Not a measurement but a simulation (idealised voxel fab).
Process module under the name voxel gate over fins
Displayed cross-section: cut, width of 155 nm, square cells sized 5 nm.
Cross-section layout: square cells on a grid; listed as bands, top to bottom; a band spans one or more cell rows. Basically the band line says how high the top is and how high the bottom is, in nm, and then what's in it from left to right, every material with its width in nm. Empty space shows up as "blank", and if a single material carries "everywhere" it runs the full band edge to edge. Heights are measured from 0, the level below which the as-received wafer is all one material; the lowest band has no bottom and continues downward, written as in "0 down". Width "30..40": first value at the band's top row of cells, second value at its bottom row, equal change from row to row. "no modifications" after a step means that no cell of the cross-section changed. Entry "closed voids". Content: empty spaces with no open connection to the top, size 8 cells or greater. Each: width x height at distance. Distance: from left edge. Unit: nm. Note: text after step settings on the step line = simulator remark on that step. For masked steps, "overlay nm" on the step line gives how far right of plan the mask actually lay; a minus sign means it lay to the left.
### List of planned process steps
- 1: op RECEIVE | material Si
- 2: op CONFORMAL_DEP | material SiN | thk nm 10
- 3: op DIRECTIONAL_DEP | material aC | thk nm 10
- 4: op PATTERN | tone cover | mask id FINS | material resist | width nm 15 | pitch nm 35 | thk nm 30 | overlay nm 0
- 5: op DIRECTIONAL_ETCH | etch materials aC | depth nm 10
- 6: op STRIP | etch materials resist
- 7: op DIRECTIONAL_ETCH | etch materials SiN | depth nm 10
- 8: op DIRECTIONAL_ETCH | etch materials Si | depth nm 40
- 9: op STRIP | etch materials aC
- 10: op FILL_DEP | material SiO2 | thk nm 10
- 11: op CMP | height nm 10
- 12: op SELECTIVE_ETCH | etch materials SiO2 | depth nm 25
- 13: op STRIP | etch materials SiN
- 14: op CONFORMAL_DEP | material HfO2 | thk nm 5
- 15: op CONFORMAL_DEP | material TiN | thk nm 5
- 16: op FILL_DEP | material W | thk nm 10
- 17: op CMP | height nm 15
- 18: op CONFORMAL_DEP | material SiN | thk nm 10
### So, the first of our two wafers, run just as we planned it
### Wafer cross-section on receipt, i.e. after step 1
> 0 down = Si everywhere
> closed voids: none
### Step 2 done - wafer cross-section
> 10 to 0 = SiN everywhere
> Below 0 it's all the same as before, nothing changed down there.
### Step 3 done - wafer cross-section
> 20 to 10 = aC everywhere
> Below 10 it's all the same as before, nothing changed down there.
### Step 4 done - wafer cross-section
> 50 to 20 = blank=50 | resist=15 | blank=20 | resist=15 | blank=55
> Below 20 it's all the same as before, nothing changed down there.
### Step 5 done - wafer cross-section
> 40 to 20 = blank=50 | resist=15 | blank=20 | resist=15 | blank=55
> 20 to 10 = blank=50 | aC=15 | blank=20 | aC=15 | blank=55
> Below 10 it's all the same as before, nothing changed down there.
### Step 6 done - wafer cross-section
> 20 to 10 = blank=50 | aC=15 | blank=20 | aC=15 | blank=55
> Below 10 it's all the same as before, nothing changed down there.
### Step 7 done - wafer cross-section
> 20 to 10 = blank=50 | aC=15 | blank=20 | aC=15 | blank=55
> 10 to 0 = blank=50 | SiN=15 | blank=20 | SiN=15 | blank=55
> Below 0 it's all the same as before, nothing changed down there.
### Step 8 done - wafer cross-section
> 20 to 10 = blank=50 | aC=15 | blank=20 | aC=15 | blank=55
> 10 to 0 = blank=50 | SiN=15 | blank=20 | SiN=15 | blank=55
> 0 to -40 = blank=50 | Si=15 | blank=20 | Si=15 | blank=55
> Below -40 it's all the same as before, nothing changed down there.
### Step 9 done - wafer cross-section
> 10 to 0 = blank=50 | SiN=15 | blank=20 | SiN=15 | blank=55
> Below 0 it's all the same as before, nothing changed down there.
### Step 10 done - wafer cross-section
> 20 to 10 = SiO2 everywhere
> 10 to 0 = SiO2=50 | SiN=15 | SiO2=20 | SiN=15 | SiO2=55
> 0 to -40 = SiO2=50 | Si=15 | SiO2=20 | Si=15 | SiO2=55
> Below -40 it's all the same as before, nothing changed down there.
### Step 11 done - wafer cross-section
> 10 to 0 = SiO2=50 | SiN=15 | SiO2=20 | SiN=15 | SiO2=55
> Below 0 it's all the same as before, nothing changed down there.
### Step 12 done - wafer cross-section
> 10 to 0 = blank=50 | SiN=15 | blank=20 | SiN=15 | blank=55
> 0 to -15 = blank=50 | Si=15 | blank=20 | Si=15 | blank=55
> Below -15 it's all the same as before, nothing changed down there.
### Step 13 done - wafer cross-section
> 0 to -15 = blank=50 | Si=15 | blank=20 | Si=15 | blank=55
> Below -15 it's all the same as before, nothing changed down there.
### Step 14 done - wafer cross-section
> 5 to 0 = blank=45 | HfO2=25 | blank=10 | HfO2=25 | blank=50
> 0 to -10 = blank=45 | HfO2=5 | Si=15 | HfO2=5 | blank=10 | HfO2=5 | Si=15 | HfO2=5 | blank=50
> -10 to -15 = HfO2=50 | Si=15 | HfO2=20 | Si=15 | HfO2=55
> Below -15 it's all the same as before, nothing changed down there.
### Step 15 done - wafer cross-section
> 10 to 5 = blank=40 | TiN=70 | blank=45
> 5 to 0 = blank=40 | TiN=5 | HfO2=25 | TiN=10 | HfO2=25 | TiN=5 | blank=45
> 0 to -5 = blank=40 | TiN=5 | HfO2=5 | Si=15 | HfO2=5 | TiN=10 | HfO2=5 | Si=15 | HfO2=5 | TiN=5 | blank=45
> -5 to -10 = TiN=45 | HfO2=5 | Si=15 | HfO2=5 | TiN=10 | HfO2=5 | Si=15 | HfO2=5 | TiN=50
> Below -10 it's all the same as before, nothing changed down there.
### Step 16 done - wafer cross-section
> 20 to 10 = W everywhere
> 10 to 5 = W=40 | TiN=70 | W=45
> 5 to 0 = W=40 | TiN=5 | HfO2=25 | TiN=10 | HfO2=25 | TiN=5 | W=45
> 0 to -5 = W=40 | TiN=5 | HfO2=5 | Si=15 | HfO2=5 | TiN=10 | HfO2=5 | Si=15 | HfO2=5 | TiN=5 | W=45
> Below -5 it's all the same as before, nothing changed down there.
### Step 17 done - wafer cross-section
> 15 to 10 = W everywhere
> Below 10 it's all the same as before, nothing changed down there.
### Step 18 done - wafer cross-section
> 25 to 15 = SiN everywhere
> Below 15 it's all the same as before, nothing changed down there.
### second wafer: like start, like plan, one mistake. Through step 3 it matches the first wafer
### Second wafer, section view, time point: scheduled end of step 4
> 50 to 20 = blank=60 | resist=15 | blank=20 | resist=15 | blank=45
> Below 20 it's all the same as before, nothing changed down there.
### Second wafer, section view, time point: scheduled end of step 5
> 40 to 20 = blank=60 | resist=15 | blank=20 | resist=15 | blank=45
> 20 to 10 = blank=60 | aC=15 | blank=20 | aC=15 | blank=45
> Below 10 it's all the same as before, nothing changed down there.
### Second wafer, section view, time point: scheduled end of step 6
> 20 to 10 = blank=60 | aC=15 | blank=20 | aC=15 | blank=45
> Below 10 it's all the same as before, nothing changed down there.
### Second wafer, section view, time point: scheduled end of step 7
> 20 to 10 = blank=60 | aC=15 | blank=20 | aC=15 | blank=45
> 10 to 0 = blank=60 | SiN=15 | blank=20 | SiN=15 | blank=45
> Below 0 it's all the same as before, nothing changed down there.
### Second wafer, section view, time point: scheduled end of step 8
> 20 to 10 = blank=60 | aC=15 | blank=20 | aC=15 | blank=45
> 10 to 0 = blank=60 | SiN=15 | blank=20 | SiN=15 | blank=45
> 0 to -40 = blank=60 | Si=15 | blank=20 | Si=15 | blank=45
> Below -40 it's all the same as before, nothing changed down there.
### Second wafer, section view, time point: scheduled end of step 9
> 10 to 0 = blank=60 | SiN=15 | blank=20 | SiN=15 | blank=45
> Below 0 it's all the same as before, nothing changed down there.
### Second wafer, section view, time point: scheduled end of step 10
> 20 to 10 = SiO2 everywhere
> 10 to 0 = SiO2=60 | SiN=15 | SiO2=20 | SiN=15 | SiO2=45
> 0 to -40 = SiO2=60 | Si=15 | SiO2=20 | Si=15 | SiO2=45
> Below -40 it's all the same as before, nothing changed down there.
### Second wafer, section view, time point: scheduled end of step 11
> 10 to 0 = SiO2=60 | SiN=15 | SiO2=20 | SiN=15 | SiO2=45
> Below 0 it's all the same as before, nothing changed down there.
### Second wafer, section view, time point: scheduled end of step 12
> 10 to 0 = blank=60 | SiN=15 | blank=20 | SiN=15 | blank=45
> 0 to -15 = blank=60 | Si=15 | blank=20 | Si=15 | blank=45
> Below -15 it's all the same as before, nothing changed down there.
### Second wafer, section view, time point: scheduled end of step 13
> 0 to -15 = blank=60 | Si=15 | blank=20 | Si=15 | blank=45
> Below -15 it's all the same as before, nothing changed down there.
### Second wafer, section view, time point: scheduled end of step 14
> 5 to 0 = blank=55 | HfO2=25 | blank=10 | HfO2=25 | blank=40
> 0 to -10 = blank=55 | HfO2=5 | Si=15 | HfO2=5 | blank=10 | HfO2=5 | Si=15 | HfO2=5 | blank=40
> -10 to -15 = HfO2=60 | Si=15 | HfO2=20 | Si=15 | HfO2=45
> Below -15 it's all the same as before, nothing changed down there.
### Second wafer, section view, time point: scheduled end of step 15
> 10 to 5 = blank=50 | TiN=70 | blank=35
> 5 to 0 = blank=50 | TiN=5 | HfO2=25 | TiN=10 | HfO2=25 | TiN=5 | blank=35
> 0 to -5 = blank=50 | TiN=5 | HfO2=5 | Si=15 | HfO2=5 | TiN=10 | HfO2=5 | Si=15 | HfO2=5 | TiN=5 | blank=35
> -5 to -10 = TiN=55 | HfO2=5 | Si=15 | HfO2=5 | TiN=10 | HfO2=5 | Si=15 | HfO2=5 | TiN=40
> Below -10 it's all the same as before, nothing changed down there.
### Second wafer, section view, time point: scheduled end of step 16
> 20 to 10 = W everywhere
> 10 to 5 = W=50 | TiN=70 | W=35
> 5 to 0 = W=50 | TiN=5 | HfO2=25 | TiN=10 | HfO2=25 | TiN=5 | W=35
> 0 to -5 = W=50 | TiN=5 | HfO2=5 | Si=15 | HfO2=5 | TiN=10 | HfO2=5 | Si=15 | HfO2=5 | TiN=5 | W=35
> Below -5 it's all the same as before, nothing changed down there.
### Second wafer, section view, time point: scheduled end of step 17
> 15 to 10 = W everywhere
> Below 10 it's all the same as before, nothing changed down there.
### Second wafer, section view, time point: scheduled end of step 18
> 25 to 15 = SiN everywhere
> Below 15 it's all the same as before, nothing changed down there.
Processing error: in deviation from the planned setting, step 4 was conducted as op PATTERN | tone cover | mask id FINS | material resist | width nm 15 | pitch nm 35 | thk nm 30 | overlay nm 10
When the process is done, the second wafer contains the same cell count of every material as the first wafer, but distributed over other locations.
